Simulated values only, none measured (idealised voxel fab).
process module | voxel plated lines
cross-section cut | 265 nm wide | cells 5 nm
A cross-section is a grid of square cells, given in bands from the top down. A band is one or more rows of cells.
Each band's line starts with the height of the band's top and of its bottom, in nm. Then come its materials from left to right, each with its width in nm. One material with "throughout" fills the band from edge to edge. "air" is empty space.
Height 0 is the level under which the wafer as received is all one material. The lowest band goes on downwards, as in "0 down".
A width such as "30 to 40" changes by the same amount from each row of cells to the next, from the band's top row to its bottom row.
"no change" after a step means that no cell of the cross-section changed.
closed voids: empty space of 8 cells or more with no open way to the top, each as width x height at its distance from the left edge, in nm
after a step's settings: what the simulator itself notes on the step
overlay nm, on a step with a mask: how far to the right of its planned place the mask lay; to the left if negative
plan
1 op RECEIVE | material Si
2 op CONFORMAL_DEP | material SiO2 | thk nm 5
3 op DIRECTIONAL_DEP | material TiN | thk nm 5
4 op PATTERN | tone open | mask id LINES | material resist | width nm 20 | pitch nm 45 | thk nm 25 | overlay nm 0
5 op EPI | material Ru | thk nm 5
6 op EPI | material Ru | thk nm 5
7 op STRIP | etch materials resist
8 op DIRECTIONAL_ETCH | etch materials TiN | depth nm 5
9 op CONFORMAL_DEP | material SiN | thk nm 5
first wafer, as planned
as received, after step 1
  0 down: Si throughout
  closed voids: none
after step 2
  5 to 0: SiO2 throughout
  below 0: unchanged
after step 3
  10 to 5: TiN throughout
  below 5: unchanged
after step 4
  35 to 10: resist 55 | air 20 | resist 25 | air 20 | resist 25 | air 20 | resist 25 | air 20 | resist 55
  below 10: unchanged
after step 5
  35 to 15: resist 55 | air 20 | resist 25 | air 20 | resist 25 | air 20 | resist 25 | air 20 | resist 55
  15 to 10: resist 55 | Ru 20 | resist 25 | Ru 20 | resist 25 | Ru 20 | resist 25 | Ru 20 | resist 55
  below 10: unchanged
after step 6
  35 to 20: resist 55 | air 20 | resist 25 | air 20 | resist 25 | air 20 | resist 25 | air 20 | resist 55
  20 to 10: resist 55 | Ru 20 | resist 25 | Ru 20 | resist 25 | Ru 20 | resist 25 | Ru 20 | resist 55
  below 10: unchanged
after step 7
  20 to 10: air 55 | Ru 20 | air 25 | Ru 20 | air 25 | Ru 20 | air 25 | Ru 20 | air 55
  below 10: unchanged
after step 8
  20 to 10: air 55 | Ru 20 | air 25 | Ru 20 | air 25 | Ru 20 | air 25 | Ru 20 | air 55
  10 to 5: air 55 | TiN 20 | air 25 | TiN 20 | air 25 | TiN 20 | air 25 | TiN 20 | air 55
  below 5: unchanged
after step 9
  25 to 20: air 50 | SiN 30 | air 15 | SiN 30 | air 15 | SiN 30 | air 15 | SiN 30 | air 50
  20 to 10: air 50 | SiN 5 | Ru 20 | SiN 5 | air 15 | SiN 5 | Ru 20 | SiN 5 | air 15 | SiN 5 | Ru 20 | SiN 5 | air 15 | SiN 5 | Ru 20 | SiN 5 | air 50
  10 to 5: SiN 55 | TiN 20 | SiN 25 | TiN 20 | SiN 25 | TiN 20 | SiN 25 | TiN 20 | SiN 55
  below 5: unchanged
second wafer: like start, like plan, one mistake. Through step 3 it matches the first wafer
when step 4 should have ended
  35 to 10: air 55 | resist 20 | air 25 | resist 20 | air 25 | resist 20 | air 25 | resist 20 | air 55
  below 10: unchanged
when step 5 should have ended
  35 to 15: air 55 | resist 20 | air 25 | resist 20 | air 25 | resist 20 | air 25 | resist 20 | air 55
  15 to 10: Ru 55 | resist 20 | Ru 25 | resist 20 | Ru 25 | resist 20 | Ru 25 | resist 20 | Ru 55
  below 10: unchanged
when step 6 should have ended
  35 to 20: air 55 | resist 20 | air 25 | resist 20 | air 25 | resist 20 | air 25 | resist 20 | air 55
  20 to 10: Ru 55 | resist 20 | Ru 25 | resist 20 | Ru 25 | resist 20 | Ru 25 | resist 20 | Ru 55
  below 10: unchanged
when step 7 should have ended
  20 to 10: Ru 55 | air 20 | Ru 25 | air 20 | Ru 25 | air 20 | Ru 25 | air 20 | Ru 55
  below 10: unchanged
when step 8 should have ended
  20 to 10: Ru 55 | air 20 | Ru 25 | air 20 | Ru 25 | air 20 | Ru 25 | air 20 | Ru 55
  10 to 5: TiN 55 | air 20 | TiN 25 | air 20 | TiN 25 | air 20 | TiN 25 | air 20 | TiN 55
  below 5: unchanged
when step 9 should have ended
  25 to 20: SiN 60 | air 10 | SiN 35 | air 10 | SiN 35 | air 10 | SiN 35 | air 10 | SiN 60
  20 to 10: Ru 55 | SiN 5 | air 10 | SiN 5 | Ru 25 | SiN 5 | air 10 | SiN 5 | Ru 25 | SiN 5 | air 10 | SiN 5 | Ru 25 | SiN 5 | air 10 | SiN 5 | Ru 55
  10 to 5: TiN 55 | SiN 20 | TiN 25 | SiN 20 | TiN 25 | SiN 20 | TiN 25 | SiN 20 | TiN 55
  below 5: unchanged
what went wrong: step 4 ran as: op PATTERN | tone cover | mask id LINES | material resist | width nm 20 | pitch nm 45 | thk nm 25 | overlay nm 0
at the end the second wafer has, in cells: 42 more of Ru | 21 more of TiN
